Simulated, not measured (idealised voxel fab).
You're looking at the process module voxel air gaps.
Displayed cross-section: cut, width of 275 nm, square cells sized 5 nm.
In what follows, cross-sections appear as grids of square cells, described through bands that run from the top down, where every band is one or more rows of cells. Per band: top height and bottom height in nm, followed by the left-to-right materials and their widths in nm; "full width" marks a single material spanning edge to edge, "empty" marks empty space. Heads up on the height convention: 0 is the point under which the incoming wafer is all one material, and the lowest band has no bottom, it just keeps going down, like "0 down". A width such as "30 to 40" changes by the same amount from each row of cells to the next, from the band's top row to its bottom row. Any step labelled "nothing changed" changed none of the cells in the cross-section. Basically, "Sealed-off cavities" tells you about the enclosed voids: empty spaces with no open way to the top, 8 cells or bigger, each written width x height at distance, where distance is from the left edge, all in nm. after a step's settings: what the simulator itself notes on the step. On any step carrying a mask, the "overlay nm" setting, if present on the step's line, tells how far right of its planned place the mask lay; negative values point to the left.

# Steps in the process plan
1) RECEIVE | material Si
2) CONFORMAL_DEP | material SiO2 | thk nm 10
3) CONFORMAL_DEP | material SiN | thk nm 5
4) DIRECTIONAL_DEP | material SiO2 | thk nm 35
5) MASKED_ETCH | tone open | mask id LINES | width nm 20 | pitch nm 50 | etch materials SiO2 | depth nm 35 | overlay nm 0
6) CONFORMAL_DEP | material TiN | thk nm 5
7) FILL_DEP | material W | thk nm 10
8) CMP | height nm 50
9) EPI | material Ru | thk nm 10
10) SELECTIVE_ETCH | etch materials SiO2 | depth nm 45
11) CONFORMAL_DEP | material SiN | thk nm 5

# Incoming wafer, cross-sectional view, post step 1
0 down  Si full width
Sealed-off cavities: none

# As-planned run: cross-section of the first of two wafers at end of module
65 to 60  empty 35  SiN 200  empty 40
60 to 50  empty 35  SiN 5  Ru 40  SiN 10  Ru 40  SiN 10  Ru 40  SiN 10  Ru 40  SiN 5  empty 40
50 to 45  empty 35  SiN 15  TiN 5  W 10  TiN 5  SiN 30  TiN 5  W 10  TiN 5  SiN 30  TiN 5  W 10  TiN 5  SiN 30  TiN 5  W 10  TiN 5  SiN 15  empty 40
45 to 20  empty 45  SiN 5  TiN 5  W 10  TiN 5  SiN 5  empty 20  SiN 5  TiN 5  W 10  TiN 5  SiN 5  empty 20  SiN 5  TiN 5  W 10  TiN 5  SiN 5  empty 20  SiN 5  TiN 5  W 10  TiN 5  SiN 5  empty 50
20 to 15  SiN 50  TiN 20  SiN 30  TiN 20  SiN 30  TiN 20  SiN 30  TiN 20  SiN 55
15 to 10  SiN full width
10 to 0  SiO2 full width
0 down  Si full width
Sealed-off cavities: 20 x 25 at 75; 20 x 25 at 125; 20 x 25 at 175

# Cross-section, wafer two of two, end of module: same start and plan as wafer one, one error in execution
55 to 50  empty 35  SiN 200  empty 40
50 to 40  empty 35  SiN 5  Ru 40  SiN 10  Ru 40  SiN 10  Ru 40  SiN 10  Ru 40  SiN 5  empty 40
40 to 35  empty 35  SiN 15  TiN 5  W 10  TiN 5  SiN 30  TiN 5  W 10  TiN 5  SiN 30  TiN 5  W 10  TiN 5  SiN 30  TiN 5  W 10  TiN 5  SiN 15  empty 40
35 to 20  empty 45  SiN 5  TiN 5  W 10  TiN 5  SiN 5  empty 20  SiN 5  TiN 5  W 10  TiN 5  SiN 5  empty 20  SiN 5  TiN 5  W 10  TiN 5  SiN 5  empty 20  SiN 5  TiN 5  W 10  TiN 5  SiN 5  empty 50
20 to 15  SiN 50  TiN 20  SiN 30  TiN 20  SiN 30  TiN 20  SiN 30  TiN 20  SiN 55
15 to 10  SiN full width
10 to 0  SiO2 full width
0 down  Si full width
Sealed-off cavities: 20 x 15 at 75; 20 x 15 at 125; 20 x 15 at 175
The plan and the run diverged here: step 8 ran differently from the plan; actual operation with settings: CMP | height nm 40
The second wafer ends with more or fewer cells of some materials than the first, per final count: -16 SiN; -16 TiN; -16 W
